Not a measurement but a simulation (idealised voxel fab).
voxel wiring stack: a process module
Shown is cross-section cut, with a width of 230 nm and square cells of size 5 nm.
Just so we're on the same page, the cross-sections are grids of square cells, and they're listed out in bands top to bottom, each band one or more rows deep.
In this notation a band is specified by the heights of its top and bottom, in that order and in nm, after which its materials appear from left to right, each paired with its width in nm. The word "full width" attached to a single material means that material fills the band from edge to edge; the word "blank" stands for empty space.
Convention: height 0 is the level below which the wafer, as received, is all one material. The lowest band does not terminate at the bottom but continues downward, represented as "from 0 down".
Width "30 to 40": first value at the band's top row of cells, second value at its bottom row, equal change from row to row.
Step note "no modification" = no cross-section cell changed.
Under "Enclosed void entries" you'll find the enclosed gaps, the ones with no way out to the top, that are 8 cells or bigger; each reads width x height at distance, with distance counted from the left edge, everything in nm.
after a step's settings: what the simulator itself notes on the step
Each step line may optionally specify "overlay nm", which for a step with a mask gives the rightward distance between the mask's planned place and where it lay, a negative value indicating the leftward direction.
### Set out below are the planned steps of the process
step 1: RECEIVE, material Si
step 2: CONFORMAL_DEP, material SiO2, thk nm 10
step 3: DIRECTIONAL_DEP, material TiN, thk nm 5
step 4: DIRECTIONAL_DEP, material W, thk nm 20
step 5: PATTERN, tone cover, mask id METAL_1, material resist, width nm 25, pitch nm 40, thk nm 20, overlay nm 0
step 6: DIRECTIONAL_ETCH, etch materials W, depth nm 20
step 7: DIRECTIONAL_ETCH, etch materials TiN, depth nm 5
step 8: STRIP, etch materials resist
step 9: CONFORMAL_DEP, material SiN, thk nm 5
step 10: FILL_DEP, material SiO2, thk nm 10
step 11: CMP, height nm 35
step 12: CONFORMAL_DEP, material SiCN, thk nm 5
step 13: DIRECTIONAL_DEP, material lowk, thk nm 15
step 14: MASKED_ETCH, tone open, mask id PLUG_1, width nm 15, pitch nm 80, etch materials lowk, depth nm 15, overlay nm 0
step 15: MASKED_ETCH, tone open, mask id PLUG_1, width nm 15, pitch nm 80, etch materials SiCN, depth nm 5, overlay nm 0
step 16: EPI, material Ru, thk nm 10
step 17: EPI, material Ru, thk nm 10
step 18: DIRECTIONAL_DEP, material TiN, thk nm 5
step 19: DIRECTIONAL_DEP, material Ru, thk nm 15
step 20: DIRECTIONAL_DEP, material aC, thk nm 10
step 21: PATTERN, tone cover, mask id METAL_2, material resist, width nm 25, pitch nm 40, thk nm 30, overlay nm 0
step 22: DIRECTIONAL_ETCH, etch materials aC, depth nm 10
step 23: STRIP, etch materials resist
step 24: DIRECTIONAL_ETCH, etch materials Ru, depth nm 15
step 25: DIRECTIONAL_ETCH, etch materials TiN, depth nm 5
step 26: STRIP, etch materials aC
step 27: CONFORMAL_DEP, material SiCN, thk nm 5
step 28: FILL_DEP, material lowk, thk nm 5
step 29: CMP, height nm 75
step 30: CONFORMAL_DEP, material SiCN, thk nm 5
step 31: DIRECTIONAL_DEP, material SiO2, thk nm 35
step 32: MASKED_ETCH, tone open, mask id METAL_3_HOLES, width nm 15, pitch nm 40, etch materials SiO2, depth nm 35, overlay nm 0
step 33: DIRECTIONAL_DEP, material aC, thk nm 15
step 34: PATTERN, tone open, mask id METAL_3, material resist, width nm 25, pitch nm 40, thk nm 30, overlay nm 0
step 35: DIRECTIONAL_ETCH, etch materials aC, depth nm 15
step 36: STRIP, etch materials resist
step 37: DIRECTIONAL_ETCH, etch materials SiO2, depth nm 20
step 38: DIRECTIONAL_ETCH, etch materials SiCN, depth nm 5
step 39: STRIP, etch materials aC
step 40: CONFORMAL_DEP, material TiN, thk nm 5
step 41: FILL_DEP, material Cu, thk nm 10
step 42: CMP, height nm 115
step 43: CONFORMAL_DEP, material SiCN, thk nm 5
step 44: DIRECTIONAL_DEP, material lowk, thk nm 25
step 45: DIRECTIONAL_DEP, material aC, thk nm 15
step 46: PATTERN, tone open, mask id METAL_4_HOLES, material resist, width nm 15, pitch nm 40, thk nm 35, overlay nm 0
step 47: DIRECTIONAL_ETCH, etch materials aC, depth nm 15
step 48: STRIP, etch materials resist
step 49: DIRECTIONAL_ETCH, etch materials lowk, depth nm 25
step 50: STRIP, etch materials aC
step 51: MASKED_ETCH, tone open, mask id METAL_4, width nm 25, pitch nm 40, etch materials lowk, depth nm 15, overlay nm 0
step 52: MASKED_ETCH, tone open, mask id METAL_4, width nm 25, pitch nm 40, etch materials SiCN, depth nm 5, overlay nm 0
step 53: CONFORMAL_DEP, material TiN, thk nm 5
step 54: FILL_DEP, material Ru, thk nm 10
step 55: CMP, height nm 145
step 56: CONFORMAL_DEP, material SiCN, thk nm 5
### Cross-section, incoming material, after step 1
from 0 down  Si full width
Enclosed void entries: none
### Wafer cross-section at module end: first of two, run to plan
from 150 to 145  SiCN full width
from 145 to 135  lowk 60 nm, then TiN 5 nm, then Ru 15 nm, then TiN 5 nm, then lowk 15 nm, then TiN 5 nm, then Ru 15 nm, then TiN 5 nm, then lowk 15 nm, then TiN 5 nm, then Ru 15 nm, then TiN 5 nm, then lowk 65 nm
from 135 to 130  lowk 60 nm, then TiN 5 nm, then Ru 5 nm, then TiN 15 nm, then lowk 15 nm, then TiN 5 nm, then Ru 5 nm, then TiN 15 nm, then lowk 15 nm, then TiN 5 nm, then Ru 5 nm, then TiN 15 nm, then lowk 65 nm
from 130 to 120  lowk 60 nm, then TiN 5 nm, then Ru 5 nm, then TiN 5 nm, then lowk 25 nm, then TiN 5 nm, then Ru 5 nm, then TiN 5 nm, then lowk 25 nm, then TiN 5 nm, then Ru 5 nm, then TiN 5 nm, then lowk 75 nm
from 120 to 115  SiCN 60 nm, then TiN 15 nm, then SiCN 25 nm, then TiN 15 nm, then SiCN 25 nm, then TiN 15 nm, then SiCN 75 nm
from 115 to 100  SiO2 60 nm, then TiN 5 nm, then Cu 15 nm, then TiN 5 nm, then SiO2 15 nm, then TiN 5 nm, then Cu 15 nm, then TiN 5 nm, then SiO2 15 nm, then TiN 5 nm, then Cu 15 nm, then TiN 5 nm, then SiO2 65 nm
from 100 to 95  SiO2 60 nm, then TiN 5 nm, then Cu 5 nm, then TiN 15 nm, then SiO2 15 nm, then TiN 5 nm, then Cu 5 nm, then TiN 15 nm, then SiO2 15 nm, then TiN 5 nm, then Cu 5 nm, then TiN 15 nm, then SiO2 65 nm
from 95 to 80  SiO2 60 nm, then TiN 5 nm, then Cu 5 nm, then TiN 5 nm, then SiO2 25 nm, then TiN 5 nm, then Cu 5 nm, then TiN 5 nm, then SiO2 25 nm, then TiN 5 nm, then Cu 5 nm, then TiN 5 nm, then SiO2 75 nm
from 80 to 75  SiCN 60 nm, then TiN 15 nm, then SiCN 25 nm, then TiN 15 nm, then SiCN 25 nm, then TiN 15 nm, then SiCN 75 nm
from 75 to 60  lowk 55 nm, then SiCN 5 nm, then Ru 25 nm, then SiCN 5 nm, then lowk 5 nm, then SiCN 5 nm, then Ru 25 nm, then SiCN 5 nm, then lowk 5 nm, then SiCN 5 nm, then Ru 25 nm, then SiCN 5 nm, then lowk 60 nm
from 60 to 55  SiCN 60 nm, then TiN 25 nm, then SiCN 15 nm, then TiN 25 nm, then SiCN 15 nm, then TiN 25 nm, then SiCN 65 nm
from 55 to 40  lowk 60 nm, then Ru 15 nm, then lowk 65 nm, then Ru 15 nm, then lowk 75 nm
from 40 to 35  SiCN 60 nm, then Ru 15 nm, then SiCN 65 nm, then Ru 15 nm, then SiCN 75 nm
from 35 to 15  SiO2 55 nm, then SiN 5 nm, then W 25 nm, then SiN 5 nm, then SiO2 5 nm, then SiN 5 nm, then W 25 nm, then SiN 5 nm, then SiO2 5 nm, then SiN 5 nm, then W 25 nm, then SiN 5 nm, then SiO2 60 nm
from 15 to 10  SiN 60 nm, then TiN 25 nm, then SiN 15 nm, then TiN 25 nm, then SiN 15 nm, then TiN 25 nm, then SiN 65 nm
from 10 to 0  SiO2 full width
from 0 down  Si full width
Enclosed void entries: none
### second wafer at the end: like start, like plan, one mistake
from 150 to 145  SiCN full width
from 145 to 135  lowk 60 nm, then TiN 5 nm, then Ru 15 nm, then TiN 5 nm, then lowk 15 nm, then TiN 5 nm, then Ru 15 nm, then TiN 5 nm, then lowk 15 nm, then TiN 5 nm, then Ru 15 nm, then TiN 5 nm, then lowk 65 nm
from 135 to 130  lowk 60 nm, then TiN 5 nm, then Ru 5 nm, then TiN 15 nm, then lowk 15 nm, then TiN 5 nm, then Ru 5 nm, then TiN 15 nm, then lowk 15 nm, then TiN 5 nm, then Ru 5 nm, then TiN 15 nm, then lowk 65 nm
from 130 to 120  lowk 60 nm, then TiN 5 nm, then Ru 5 nm, then TiN 5 nm, then lowk 25 nm, then TiN 5 nm, then Ru 5 nm, then TiN 5 nm, then lowk 25 nm, then TiN 5 nm, then Ru 5 nm, then TiN 5 nm, then lowk 75 nm
from 120 to 115  SiCN 60 nm, then TiN 15 nm, then SiCN 25 nm, then TiN 15 nm, then SiCN 25 nm, then TiN 15 nm, then SiCN 75 nm
from 115 to 100  SiO2 60 nm, then TiN 5 nm, then Cu 15 nm, then TiN 5 nm, then SiO2 15 nm, then TiN 5 nm, then Cu 15 nm, then TiN 5 nm, then SiO2 15 nm, then TiN 5 nm, then Cu 15 nm, then TiN 5 nm, then SiO2 65 nm
from 100 to 95  SiO2 60 nm, then TiN 5 nm, then Cu 5 nm, then TiN 15 nm, then SiO2 15 nm, then TiN 5 nm, then Cu 5 nm, then TiN 15 nm, then SiO2 15 nm, then TiN 5 nm, then Cu 5 nm, then TiN 15 nm, then SiO2 65 nm
from 95 to 80  SiO2 60 nm, then TiN 5 nm, then Cu 5 nm, then TiN 5 nm, then SiO2 25 nm, then TiN 5 nm, then Cu 5 nm, then TiN 5 nm, then SiO2 25 nm, then TiN 5 nm, then Cu 5 nm, then TiN 5 nm, then SiO2 75 nm
from 80 to 75  SiCN 60 nm, then TiN 15 nm, then SiCN 25 nm, then TiN 15 nm, then SiCN 25 nm, then TiN 15 nm, then SiCN 75 nm
from 75 to 55  Ru full width
from 55 to 40  TiN full width
from 40 to 35  SiCN full width
from 35 to 15  SiO2 55 nm, then SiN 5 nm, then W 25 nm, then SiN 5 nm, then SiO2 5 nm, then SiN 5 nm, then W 25 nm, then SiN 5 nm, then SiO2 5 nm, then SiN 5 nm, then W 25 nm, then SiN 5 nm, then SiO2 60 nm
from 15 to 10  SiN 60 nm, then TiN 25 nm, then SiN 15 nm, then TiN 25 nm, then SiN 15 nm, then TiN 25 nm, then SiN 65 nm
from 10 to 0  SiO2 full width
from 0 down  Si full width
Enclosed void entries: none
what went wrong: step 13 did not use the planned setting and instead ran as DIRECTIONAL_DEP, material TiN, thk nm 15
It is noted that, at the conclusion of processing, the second wafer exhibits a higher or lower cell count for certain materials relative to the first: Ru +115, SiCN -43, TiN +123, lowk -195
